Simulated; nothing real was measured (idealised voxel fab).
The following is a process module called voxel released beams.
300 nm wide, 5 nm square cells: that's cross-section cut.
In this document a cross-section is written as a grid of square cells. It is given as a series of bands, listed from the top down, and a band is one or more rows of cells.
Basically the band line says how high the top is and how high the bottom is, in nm, and then what's in it from left to right, every material with its width in nm. Empty space shows up as "blank", and if a single material carries "full width" it runs the full band edge to edge.
Heights are expressed relative to 0, this being the level below which the as-received wafer comprises one material exclusively. The lowest band is unbounded in the downward direction and is denoted as in "from 0 down".
It should be noted that a width expressed as "30 to 40" varies in equal increments from row to row of cells within the band, taking the value of the first number at the top row and that of the second number at the bottom row.
What does "remains unaltered" mean for a step? It means no cell of the cross-section changed in that step.
"Encapsulated voids" contains a list of empty spaces, each no smaller than 8 cells and without an open way to the top, written in the form width x height at distance with the distance from the left edge and all three in nm.
Read whatever lies past the settings on a step's line as the simulator's own remark about the step.
For masked steps, "overlay nm" on the step line gives how far right of plan the mask actually lay; a minus sign means it lay to the left.

## The planned process steps are enumerated hereunder
1: RECEIVE: material Si
2: CONFORMAL_DEP: material Al2O3, thk nm 10
3: DIRECTIONAL_DEP: material SiO2, thk nm 10
4: DIRECTIONAL_DEP: material aC, thk nm 10
5: PATTERN: tone open, mask id ANCHOR, material resist, width nm 40, thk nm 25, overlay nm -15
6: DIRECTIONAL_ETCH: etch materials aC, depth nm 10
7: STRIP: etch materials resist
8: DIRECTIONAL_ETCH: etch materials SiO2, depth nm 10
9: STRIP: etch materials aC
10: CONFORMAL_DEP: material SiN, thk nm 15
11: DIRECTIONAL_DEP: material aC, thk nm 15
12: PATTERN: tone cover, mask id BEAM, material resist, width nm 100, thk nm 30, overlay nm 0
13: DIRECTIONAL_ETCH: etch materials aC, depth nm 15
14: STRIP: etch materials resist
15: DIRECTIONAL_ETCH: etch materials SiN, depth nm 15
16: STRIP: etch materials aC
17: STRIP: etch materials SiO2
Every wafer here starts from the same state; it is the step 5 overlay nm that distinguishes them, and the value the plan gives belongs to the first wafer.

## Here's the first of the wafers in cross-section, just as we got it, i.e. after step 1
* from 0 down | Si full width
* Encapsulated voids: none

## Shown in cross-section: the first of several wafers at the end of the module, after its last step, step 17
* from 35 to 25 | blank 95 | SiN 5 | blank 10 | SiN 85 | blank 105
* from 25 to 20 | blank 95 | SiN 100 | blank 105
* from 20 to 10 | blank 85 | SiN 40 | blank 175
* from 10 to 0 | Al2O3 full width
* from 0 down | Si full width
* Encapsulated voids: none

## Cross-sectional view of the final wafer of several at the module's end
* from 35 to 25 | blank 95 | SiN 35 | blank 10 | SiN 55 | blank 105
* from 25 to 20 | blank 95 | SiN 100 | blank 105
* from 20 to 10 | blank 115 | SiN 40 | blank 145
* from 10 to 0 | Al2O3 full width
* from 0 down | Si full width
* Encapsulated voids: none

## each wafer at the end: cells of each material gained (+) or lost (-) since it was received, then its closed voids
overlay nm -15 | +120 Al2O3 | +72 SiN | Encapsulated voids: none
overlay nm -10 | +120 Al2O3 | +72 SiN | Encapsulated voids: none
overlay nm -5 | +120 Al2O3 | +72 SiN | Encapsulated voids: none
overlay nm 0 | +120 Al2O3 | +72 SiN | Encapsulated voids: none
overlay nm 5 | +120 Al2O3 | +72 SiN | Encapsulated voids: none
overlay nm 10 | +120 Al2O3 | +72 SiN | Encapsulated voids: none
overlay nm 15 | +120 Al2O3 | +72 SiN | Encapsulated voids: none
